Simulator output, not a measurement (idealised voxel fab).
Module name: voxel self aligned contacts (process module)
Each square cell in cross-section cut measures 5 nm, and the section as a whole is 185 nm wide.
A cross-section is a grid of square cells, given in bands from the top down. A band is one or more rows of cells.
It is stipulated that each band's entry specify, in nanometres, the height of the top of the band and then that of its bottom, followed by the materials of the band in left-to-right sequence, each together with its width in nanometres. A single material marked by the word "edge to edge" is understood to fill the band from edge to edge; the word "blank" is understood to denote empty space.
Height datum 0, below which the as-received substrate wafer is one material. Lowest band open at the bottom, running downward: "0 -> down".
Per-row width for "30->40": begins at first number (top row of band), ends at second number (bottom row), increment between rows held constant.
The cross-section has no changed cell in any step marked "nothing got changed".
Voids not open to the top, 8 cells minimum: see "Entrapped void list". Written width x height at distance; distance is from the left edge; nm.
That trailing text on a step's line, after the settings, is the simulator's own remark on the step.
"overlay nm" on a masked step: distance the mask lay right of its planned place, negative for left.
Process steps (planned)
step 1: RECEIVE (material Si)
step 2: CONFORMAL_DEP (material SiO2; thk nm 5)
step 3: DIRECTIONAL_DEP (material polySi; thk nm 25)
step 4: DIRECTIONAL_DEP (material SiN; thk nm 15)
step 5: PATTERN (tone cover; mask id GATE; material resist; width nm 25; pitch nm 50; thk nm 20; overlay nm 0)
step 6: DIRECTIONAL_ETCH (etch materials SiN; depth nm 15)
step 7: DIRECTIONAL_ETCH (etch materials polySi; depth nm 25)
step 8: STRIP (etch materials resist)
step 9: CONFORMAL_DEP (material SiN; thk nm 5)
step 10: DIRECTIONAL_ETCH (etch materials SiN; depth nm 5)
step 11: FILL_DEP (material SiO2; thk nm 20)
step 12: CMP (height nm 55)
step 13: PATTERN (tone open; mask id CONTACT; material resist; width nm 35; thk nm 15; overlay nm -15)
step 14: DIRECTIONAL_ETCH (etch materials SiO2; depth nm 55)
step 15: STRIP (etch materials resist)
step 16: CONFORMAL_DEP (material TiN; thk nm 5)
step 17: FILL_DEP (material W; thk nm 10)
step 18: CMP (height nm 55)
step 19: CONFORMAL_DEP (material SiN; thk nm 5)
Wafer-to-wafer difference: overlay nm, step 13. Common start. Plan = first wafer's value.
This is how the first of several wafers looked in cross-section when it arrived, which is after step 1
	0 -> down: Si edge to edge
	Entrapped void list: none
Table: wafers, a row each; end-of-module cell change per material since receipt, gain (+), loss (-); then closed voids
overlay nm -15; +99 SiN; +263 SiO2; +27 TiN; +5 W; +50 polySi; Entrapped void list: none
overlay nm -10; +99 SiN; +254 SiO2; +27 TiN; +14 W; +50 polySi; Entrapped void list: none
overlay nm -5; +99 SiN; +254 SiO2; +27 TiN; +14 W; +50 polySi; Entrapped void list: none
overlay nm 0; +99 SiN; +254 SiO2; +27 TiN; +14 W; +50 polySi; Entrapped void list: none
overlay nm 5; +99 SiN; +254 SiO2; +27 TiN; +14 W; +50 polySi; Entrapped void list: none
overlay nm 10; +99 SiN; +254 SiO2; +27 TiN; +14 W; +50 polySi; Entrapped void list: none
overlay nm 15; +99 SiN; +263 SiO2; +27 TiN; +5 W; +50 polySi; Entrapped void list: none
